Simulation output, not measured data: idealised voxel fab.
process module | voxel lift off
Each square cell in cross-section cut measures 5 nm, and the section as a whole is 295 nm wide.
In what follows, cross-sections appear as grids of square cells, described through bands that run from the top down, where every band is one or more rows of cells.
Heights first: top, then bottom, in nm. Then materials, left to right, each with a width in nm. "everywhere" on a single material: fills the band edge to edge. "empty": empty space.
Counting heights begins at 0, where everything beneath is, in the wafer as received, one material. The lowest band has no bottom; it goes on downwards, as "0..down" shows.
When a width is written as two numbers, as in "30..40", the first number is the width in the top row of cells of the band and the second is the width in its bottom row, and the width changes by the same amount from each row to the next.
No cell of the cross-section changed in a step that is given as "no modification".
Entry "Enclosed void list" = empty spaces >= 8 cells with no open way to the top; each as width x height at distance, distance from left edge, all nm.
On a step's line, text after the settings is the simulator commenting on that step.
You can add "overlay nm" to a step's line. For a step with a mask, it describes how far the mask lay to the right of its planned position, and a negative number describes a lay to the left.

### Process steps (planned)
- 1: RECEIVE,material Si
- 2: CONFORMAL_DEP,material SiO2,thk nm 15
- 3: PATTERN,tone open,mask id LINES,material resist,width nm 20,pitch nm 40,thk nm 15,overlay nm 0
- 4: DIRECTIONAL_DEP,material Ru,thk nm 5
- 5: STRIP,etch materials resist
- 6: CONFORMAL_DEP,material SiCN,thk nm 5

### First out of two wafers; run went to plan

### Wafer as received: cross-section following step 1
* 0..down  Si everywhere
* Enclosed void list: none

### Cross-section of the wafer after step 2
* 15..0  SiO2 everywhere
* Heights below 0 show no change.

### Cross-section of the wafer after step 3
* 30..15  resist 115 nm / empty 20 nm / resist 20 nm / empty 20 nm / resist 120 nm
* Heights below 15 show no change.

### Cross-section of the wafer after step 4
* 35..30  Ru 115 nm / empty 20 nm / Ru 20 nm / empty 20 nm / Ru 120 nm
* 30..20  resist 115 nm / empty 20 nm / resist 20 nm / empty 20 nm / resist 120 nm
* 20..15  resist 115 nm / Ru 20 nm / resist 20 nm / Ru 20 nm / resist 120 nm
* Heights below 15 show no change.

### Cross-section of the wafer after step 5
* 20..15  empty 115 nm / Ru 20 nm / empty 20 nm / Ru 20 nm / empty 120 nm
* Heights below 15 show no change.

### Cross-section of the wafer after step 6
* 25..20  empty 110 nm / SiCN 30 nm / empty 10 nm / SiCN 30 nm / empty 115 nm
* 20..15  SiCN 115 nm / Ru 20 nm / SiCN 20 nm / Ru 20 nm / SiCN 120 nm
* Heights below 15 show no change.

### What follows concerns the second wafer, which started out like the first and was meant to follow the very same plan; one mistake crept in when it was run, but everything up to and including step 5 is the same as for the first wafer

Second wafer: cross-section at the scheduled end of step 6: no modification
Nonconformance to the process plan: step 6 of the plan got skipped, so it never ran
Count the cells at the end and the second wafer has more or fewer of some materials than the first: -63 SiCN
